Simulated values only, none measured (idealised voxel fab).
Process module under the name voxel self aligned vias
FYI the section here is cut, 175 nm wide, cells are 5 nm squares.
This document writes a cross-section as a grid whose cells are square, and gives it as bands, listed from the top down; one or more rows of cells form a band.
Top height, bottom height, nm. Materials left to right, width each, nm. Single material + "everywhere" = fills band edge to edge. "blank" = empty.
The reference from which all heights are counted is 0, the level beneath which the as-received wafer is entirely one material; the lowest band, having no lower bound, proceeds downward and is written after the example "0 down".
The expression "30->40" gives the width at the extremes of the band, the first number at its top row of cells and the second at its bottom row, with the width changing by equal amounts from each row to the next in between.
No cell of the cross-section changed in a step that is given as "nothing got changed".
"Fully closed voids" lists enclosed empty spaces (at least 8 cells, no open path upward to the top), each as width x height at distance from the left edge, in nm.
Note: text after step settings on the step line = simulator remark on that step.
overlay nm: right-of-plan distance of the mask on a masked step; negative values mean left-of-plan.
-- Steps in the process plan
1. RECEIVE with material Si
2. CONFORMAL_DEP with material SiO2, thk nm 15
3. CONFORMAL_DEP with material SiCN, thk nm 5
4. DIRECTIONAL_DEP with material lowk, thk nm 25
5. DIRECTIONAL_DEP with material aC, thk nm 15
6. PATTERN with tone open, mask id LINES, material resist, width nm 25, pitch nm 65, thk nm 35, overlay nm 0
7. DIRECTIONAL_ETCH with etch materials aC, depth nm 15
8. STRIP with etch materials resist
9. DIRECTIONAL_ETCH with etch materials lowk, depth nm 25
10. STRIP with etch materials aC
11. CONFORMAL_DEP with material TiN, thk nm 5
12. FILL_DEP with material W, thk nm 10
13. CMP with height nm 45
14. SELECTIVE_ETCH with etch materials W Ru TiN, depth nm 5
15. FILL_DEP with material SiN, thk nm 5
16. CMP with height nm 45
17. DIRECTIONAL_DEP with material lowk, thk nm 15
18. MASKED_ETCH with tone open, mask id VIAS, width nm 35, etch materials lowk, depth nm 15, overlay nm 0
19. MASKED_ETCH with tone open, mask id VIAS, width nm 35, etch materials SiN, depth nm 5, overlay nm 0
20. CONFORMAL_DEP with material TiN, thk nm 5
21. FILL_DEP with material Cu, thk nm 5
22. CMP with height nm 50
23. CONFORMAL_DEP with material SiN, thk nm 5
All wafers enter the flow in the same state. The height nm at step 22 differs from wafer to wafer, and the plan gives the value for the first wafer.
-- So this is the first of several wafers, cross-sectioned as it came to us, meaning it's at the end of step 1
	0 down  Si everywhere
	Fully closed voids: none
-- Every row in this table is a wafer at the end of the module, and it gives, for each of the materials, the cells that wafer has gained (+) or lost (-) since it was received, then its closed voids
height nm 50 | +3 Cu | +35 SiCN | +40 SiN | +105 SiO2 | +31 TiN | +18 W | +153 lowk | Fully closed voids: none
height nm 55 | +8 Cu | +35 SiCN | +40 SiN | +105 SiO2 | +33 TiN | +18 W | +181 lowk | Fully closed voids: none
height nm 60 | +13 Cu | +35 SiCN | +40 SiN | +105 SiO2 | +35 TiN | +18 W | +209 lowk | Fully closed voids: none
height nm 65 | +18 Cu | +35 SiCN | +40 SiN | +105 SiO2 | +65 TiN | +18 W | +209 lowk | Fully closed voids: none
height nm 70 | +53 Cu | +35 SiCN | +40 SiN | +105 SiO2 | +65 TiN | +18 W | +209 lowk | Fully closed voids: none
